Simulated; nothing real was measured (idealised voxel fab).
process module | voxel self aligned contacts
cross-section cut | 210 nm wide | cells 5 nm
A cross-section is a grid of square cells, given in bands from the top down. A band is one or more rows of cells.
Each band's line starts with the height of the band's top and of its bottom, in nm. Then come its materials from left to right, each with its width in nm. One material with "throughout" fills the band from edge to edge. "air" is empty space.
Height 0 is the level under which the wafer as received is all one material. The lowest band goes on downwards, as in "0 down".
A width such as "30 to 40" changes by the same amount from each row of cells to the next, from the band's top row to its bottom row.
"no change" after a step means that no cell of the cross-section changed.
closed voids: empty space of 8 cells or more with no open way to the top, each as width x height at its distance from the left edge, in nm
after a step's settings: what the simulator itself notes on the step
overlay nm, on a step with a mask: how far to the right of its planned place the mask lay; to the left if negative
plan
1 op RECEIVE | material Si
2 op OXIDIZE | depth nm 5
3 op DIRECTIONAL_DEP | material polySi | thk nm 30
4 op DIRECTIONAL_DEP | material SiN | thk nm 20
5 op PATTERN | tone cover | mask id GATE | material resist | width nm 30 | pitch nm 65 | thk nm 20 | overlay nm 0
6 op DIRECTIONAL_ETCH | etch materials SiN | depth nm 20
7 op DIRECTIONAL_ETCH | etch materials polySi | depth nm 30
8 op STRIP | etch materials resist
9 op CONFORMAL_DEP | material SiN | thk nm 10
10 op DIRECTIONAL_ETCH | etch materials SiN | depth nm 10
11 op FILL_DEP | material SiO2 | thk nm 15
12 op CMP | height nm 55
13 op PATTERN | tone open | mask id CONTACT | material resist | width nm 45 | pitch nm 65 | thk nm 15 | overlay nm 0
14 op DIRECTIONAL_ETCH | etch materials SiO2 | depth nm 60
15 op STRIP | etch materials resist
16 op CONFORMAL_DEP | material TiN | thk nm 5
17 op FILL_DEP | material W | thk nm 5
18 op CMP | height nm 55
19 op CONFORMAL_DEP | material SiCN | thk nm 5
as received, after step 1
  0 down: Si throughout
  closed voids: none
first wafer at the end, as planned
  60 to 55: SiCN throughout
  55 to 50: SiO2 50 | TiN 20 | W 5 | TiN 20 | SiO2 20 | TiN 20 | W 5 | TiN 20 | SiO2 50
  50 to 30: SiO2 15 | SiN 50 | TiN 5 | W 5 | TiN 5 | SiN 50 | TiN 5 | W 5 | TiN 5 | SiN 50 | SiO2 15
  30 to 0: SiO2 15 | SiN 10 | polySi 30 | SiN 10 | TiN 5 | W 5 | TiN 5 | SiN 10 | polySi 30 | SiN 10 | TiN 5 | W 5 | TiN 5 | SiN 10 | polySi 30 | SiN 10 | SiO2 15
  0 to -5: SiO2 65 | TiN 15 | SiO2 50 | TiN 15 | SiO2 65
  -5 down: Si throughout
  closed voids: none
second wafer at the end: like start, like plan, one mistake
  60 to 55: SiCN throughout
  55 to 50: SiO2 50 | TiN 20 | SiCN 5 | TiN 20 | SiO2 20 | TiN 20 | SiCN 5 | TiN 20 | SiO2 50
  50 to 30: SiO2 15 | SiN 50 | TiN 5 | SiCN 5 | TiN 5 | SiN 50 | TiN 5 | SiCN 5 | TiN 5 | SiN 50 | SiO2 15
  30 to 0: SiO2 15 | SiN 10 | polySi 30 | SiN 10 | TiN 5 | SiCN 5 | TiN 5 | SiN 10 | polySi 30 | SiN 10 | TiN 5 | SiCN 5 | TiN 5 | SiN 10 | polySi 30 | SiN 10 | SiO2 15
  0 to -5: SiO2 65 | TiN 15 | SiO2 50 | TiN 15 | SiO2 65
  -5 down: Si throughout
  closed voids: none
what went wrong: step 17 ran as: op FILL_DEP | material SiCN | thk nm 5
at the end the second wafer has, in cells: 22 more of SiCN | 22 fewer of W
